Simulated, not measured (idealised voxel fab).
process module | voxel self aligned vias
cross-section cut | 295 nm wide | cells 5 nm
A cross-section is a grid of square cells, given in bands from the top down. A band is one or more rows of cells.
Each band's line starts with the height of the band's top and of its bottom, in nm. Then come its materials from left to right, each with its width in nm. One material with "throughout" fills the band from edge to edge. "air" is empty space.
Height 0 is the level under which the wafer as received is all one material. The lowest band goes on downwards, as in "0 down".
A width such as "30 to 40" changes by the same amount from each row of cells to the next, from the band's top row to its bottom row.
"no change" after a step means that no cell of the cross-section changed.
closed voids: empty space of 8 cells or more with no open way to the top, each as width x height at its distance from the left edge, in nm
after a step's settings: what the simulator itself notes on the step
overlay nm, on a step with a mask: how far to the right of its planned place the mask lay; to the left if negative
plan
1 op RECEIVE | material Si
2 op CONFORMAL_DEP | material SiO2 | thk nm 15
3 op CONFORMAL_DEP | material SiCN | thk nm 5
4 op DIRECTIONAL_DEP | material SiO2 | thk nm 30
5 op PATTERN | tone open | mask id LINES | material resist | width nm 25 | pitch nm 60 | thk nm 20 | overlay nm 0
6 op DIRECTIONAL_ETCH | etch materials SiO2 | depth nm 30
7 op STRIP | etch materials resist
8 op CONFORMAL_DEP | material TiN | thk nm 5
9 op FILL_DEP | material W | thk nm 10
10 op CMP | height nm 50
11 op SELECTIVE_ETCH | etch materials W Ru TiN | depth nm 5
12 op FILL_DEP | material SiN | thk nm 10
13 op CMP | height nm 50
14 op DIRECTIONAL_DEP | material SiO2 | thk nm 15
15 op DIRECTIONAL_DEP | material aC | thk nm 15
16 op PATTERN | tone open | mask id VIAS | material resist | width nm 35 | pitch nm 60 | thk nm 30 | overlay nm 0
17 op DIRECTIONAL_ETCH | etch materials aC | depth nm 15
18 op STRIP | etch materials resist
19 op DIRECTIONAL_ETCH | etch materials SiO2 | depth nm 15
20 op DIRECTIONAL_ETCH | etch materials SiN | depth nm 5
21 op STRIP | etch materials aC
22 op CONFORMAL_DEP | material TiN | thk nm 5
23 op FILL_DEP | material Cu | thk nm 10
24 op CMP | height nm 65
25 op CONFORMAL_DEP | material SiN | thk nm 5
as received, after step 1
  0 down: Si throughout
  closed voids: none
a wafer at the end: this start, this plan, one mistake
  70 to 65: SiN throughout
  65 to 55: SiO2 70 | TiN 5 | Cu 25 | TiN 5 | SiO2 25 | TiN 5 | Cu 25 | TiN 5 | SiO2 25 | TiN 5 | Cu 25 | TiN 5 | SiO2 70
  55 to 50: SiO2 70 | TiN 10 | Cu 15 | TiN 10 | SiO2 25 | TiN 10 | Cu 15 | TiN 10 | SiO2 25 | TiN 10 | Cu 15 | TiN 10 | SiO2 70
  50 to 45: SiO2 75 | TiN 25 | SiO2 35 | TiN 25 | SiO2 35 | TiN 25 | SiO2 75
  45 to 25: SiO2 75 | TiN 5 | W 15 | TiN 5 | SiO2 35 | TiN 5 | W 15 | TiN 5 | SiO2 35 | TiN 5 | W 15 | TiN 5 | SiO2 75
  25 to 20: SiO2 75 | TiN 25 | SiO2 35 | TiN 25 | SiO2 35 | TiN 25 | SiO2 75
  20 to 5: SiO2 throughout
  5 to 0: SiCN throughout
  0 down: Si throughout
  closed voids: none
what went wrong: steps 2 and 3 were swapped
